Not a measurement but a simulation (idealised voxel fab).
The document below concerns the process module designated voxel ribs on slabs.
Cross-sectional view cut (width: 235 nm; square cell size: 5 nm).
In this document a cross-section is written as a grid of square cells. It is given as a series of bands, listed from the top down, and a band is one or more rows of cells. Each band's line starts with the height of the band's top and of its bottom, in nm. Then come its materials from left to right, each with its width in nm. One material with "edge to edge" fills the band from edge to edge. "air" is empty space. All heights in this document are referenced to 0, defined as the level beneath which the wafer, as received, consists entirely of one material. The lowest band is not bounded below; it extends indefinitely downward and is written in the form "0 and below". Think of "30..40" as a width that walks from the first number to the second as you go down the band, top row to bottom row, taking equal-sized steps from row to row. What does "nothing different" mean for a step? It means no cell of the cross-section changed in that step. "Enclosed void listing": sealed empty spaces, 8 cells or more, no open way to top, listed width x height at distance, with distance from the left edge and width, height and distance in nm. Step line, after settings: the simulator's comment on this step. "overlay nm" answers the question of how far to the right of plan the mask lay on a step that has a mask, and when it is negative the answer is to the left.
## This section lists the process steps that were planned
step 1: RECEIVE with material Si
step 2: DIRECTIONAL_DEP with material SiO2, thk nm 20
step 3: DIRECTIONAL_DEP with material polySi, thk nm 15
step 4: DIRECTIONAL_DEP with material aC, thk nm 15
step 5: PATTERN with tone cover, mask id RIB, material resist, width nm 30, thk nm 30, overlay nm 0
step 6: DIRECTIONAL_ETCH with etch materials aC, depth nm 15
step 7: STRIP with etch materials resist
step 8: DIRECTIONAL_ETCH with etch materials polySi, depth nm 5
step 9: STRIP with etch materials aC
step 10: MASKED_ETCH with tone cover, mask id SLAB, width nm 80, etch materials polySi, depth nm 10, overlay nm 0
step 11: FILL_DEP with material SiO2, thk nm 30
step 12: CMP with height nm 55
step 13: DIRECTIONAL_DEP with material W, thk nm 5
step 14: DIRECTIONAL_DEP with material aC, thk nm 15
step 15: PATTERN with tone cover, mask id HEATER, material resist, width nm 40, thk nm 30, overlay nm 0
step 16: DIRECTIONAL_ETCH with etch materials aC, depth nm 15
step 17: STRIP with etch materials resist
step 18: DIRECTIONAL_ETCH with etch materials W, depth nm 5
step 19: STRIP with etch materials aC
step 20: CONFORMAL_DEP with material SiO2, thk nm 5
## Wafer cross-section on receipt, i.e. after step 1
0 and below  Si edge to edge
Enclosed void listing: none
## The cross-section shown corresponds to the wafer at the conclusion of the module. The initial structure and the process plan are those presented above; however, one mistake occurred in executing the plan
65 down to 60  air: 90 / SiO2: 50 / air: 95
60 down to 55  SiO2: 95 / W: 40 / SiO2: 100
55 down to 35  SiO2 edge to edge
35 down to 30  SiO2: 105 / polySi: 25 / SiO2: 105
30 down to 20  SiO2: 75 / polySi: 80 / SiO2: 80
20 down to 0  SiO2 edge to edge
0 and below  Si edge to edge
Enclosed void listing: none
It is concluded that the wafer was processed incorrectly with respect to the plan, in that note that step 5 departed from the planned setting and was carried out as PATTERN with tone cover, mask id RIB, material resist, width nm 25, thk nm 30, overlay nm 0
